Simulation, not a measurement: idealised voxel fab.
Process module heading - voxel tone inversion
We display cut, a cross-section 160 nm in width whose square cells are each 5 nm.
The cross-sections in this document take the form of a grid made of square cells. They are written out as bands, in order from top to bottom. Each band consists of one or more rows of cells. Each band's line starts with the height of the band's top and of its bottom, in nm. Then come its materials from left to right, each with its width in nm. One material with "full width" fills the band from edge to edge. "blank" is empty space. Basically, 0 is our baseline, since under it the wafer straight out of the box is all one material. The bottom band has no lower end and keeps on going down, so it looks like "0..down". Top row gets the first number, bottom row gets the second, and each row in between changes by the same step: that is how a band width like "30 to 40" works. You'll sometimes find "changes: none" written for a step, and that's the way of saying that nowhere in the cross-section did a cell change during that step. Any empty space of 8 cells or more lacking an open way to the top shows up in "Enclosed void listing" as width x height at distance, distance from the left edge, in nm. That trailing text on a step's line, after the settings, is the simulator's own remark on the step. The optional step-line setting "overlay nm" applies to steps with a mask and quantifies how far to the right of its planned location the mask lay, a negative value indicating leftward placement.
### Planned step list for the process
1: RECEIVE: material Si
2: CONFORMAL_DEP: material SiCN, thk nm 5
3: DIRECTIONAL_DEP: material aC, thk nm 15
4: PATTERN: tone cover, mask id POSTS, material resist, width nm 20, pitch nm 35, thk nm 25, overlay nm 0
5: DIRECTIONAL_ETCH: etch materials aC, depth nm 15
6: STRIP: etch materials resist
7: FILL_DEP: material SiO2, thk nm 10
8: CMP: height nm 20
9: STRIP: etch materials aC
### Below: the first of two wafers, run as planned
### As received (post step 1): cross-section
0..down: Si full width
Enclosed void listing: none
### Cross-sectional representation of the wafer at the conclusion of step 2
5..0: SiCN full width
below 0: unchanged
### Cross-sectional representation of the wafer at the conclusion of step 3
20..5: aC full width
below 5: unchanged
### Cross-sectional representation of the wafer at the conclusion of step 4
45..20: 15 nm blank / 20 nm resist / 15 nm blank / 20 nm resist / 15 nm blank / 20 nm resist / 15 nm blank / 20 nm resist / 20 nm blank
below 20: unchanged
### Cross-sectional representation of the wafer at the conclusion of step 5
30..20: 15 nm blank / 20 nm resist / 15 nm blank / 20 nm resist / 15 nm blank / 20 nm resist / 15 nm blank / 20 nm resist / 20 nm blank
20..5: 15 nm blank / 20 nm aC / 15 nm blank / 20 nm aC / 15 nm blank / 20 nm aC / 15 nm blank / 20 nm aC / 20 nm blank
below 5: unchanged
### Cross-sectional representation of the wafer at the conclusion of step 6
20..5: 15 nm blank / 20 nm aC / 15 nm blank / 20 nm aC / 15 nm blank / 20 nm aC / 15 nm blank / 20 nm aC / 20 nm blank
below 5: unchanged
### Cross-sectional representation of the wafer at the conclusion of step 7
30..20: SiO2 full width
20..5: 15 nm SiO2 / 20 nm aC / 15 nm SiO2 / 20 nm aC / 15 nm SiO2 / 20 nm aC / 15 nm SiO2 / 20 nm aC / 20 nm SiO2
below 5: unchanged
### Cross-sectional representation of the wafer at the conclusion of step 8
20..5: 15 nm SiO2 / 20 nm aC / 15 nm SiO2 / 20 nm aC / 15 nm SiO2 / 20 nm aC / 15 nm SiO2 / 20 nm aC / 20 nm SiO2
below 5: unchanged
### Cross-sectional representation of the wafer at the conclusion of step 9
20..5: 15 nm SiO2 / 20 nm blank / 15 nm SiO2 / 20 nm blank / 15 nm SiO2 / 20 nm blank / 15 nm SiO2 / 20 nm blank / 20 nm SiO2
below 5: unchanged
### It is to be noted that the second wafer proceeded from the same initial state and according to the same plan as the first, although one mistake was committed in its execution; through step 1, inclusive, the two wafers share an identical history
### At the planned end of step 2, the second wafer in cross-section
15..0: aC full width
below 0: unchanged
### At the planned end of step 3, the second wafer in cross-section
20..15: SiCN full width
below 15: unchanged
### At the planned end of step 4, the second wafer in cross-section
45..20: 15 nm blank / 20 nm resist / 15 nm blank / 20 nm resist / 15 nm blank / 20 nm resist / 15 nm blank / 20 nm resist / 20 nm blank
below 20: unchanged
### At the planned end of step 5, the second wafer in cross-section
30..20: 15 nm blank / 20 nm resist / 15 nm blank / 20 nm resist / 15 nm blank / 20 nm resist / 15 nm blank / 20 nm resist / 20 nm blank
below 20: unchanged
### At the planned end of step 6, the second wafer in cross-section
20..15: SiCN full width
below 15: unchanged
### At the planned end of step 7, the second wafer in cross-section
30..20: SiO2 full width
below 20: unchanged
### At the planned end of step 8, the second wafer in cross-section
20..15: SiCN full width
below 15: unchanged
At the planned end of step 9, the second wafer in cross-section: changes: none
Diagnosis: sequence error: steps 2 and 3 interchanged
Final difference in cells, second wafer against first, listed per material as more or fewer: 48 fewer of SiO2 | 96 more of aC
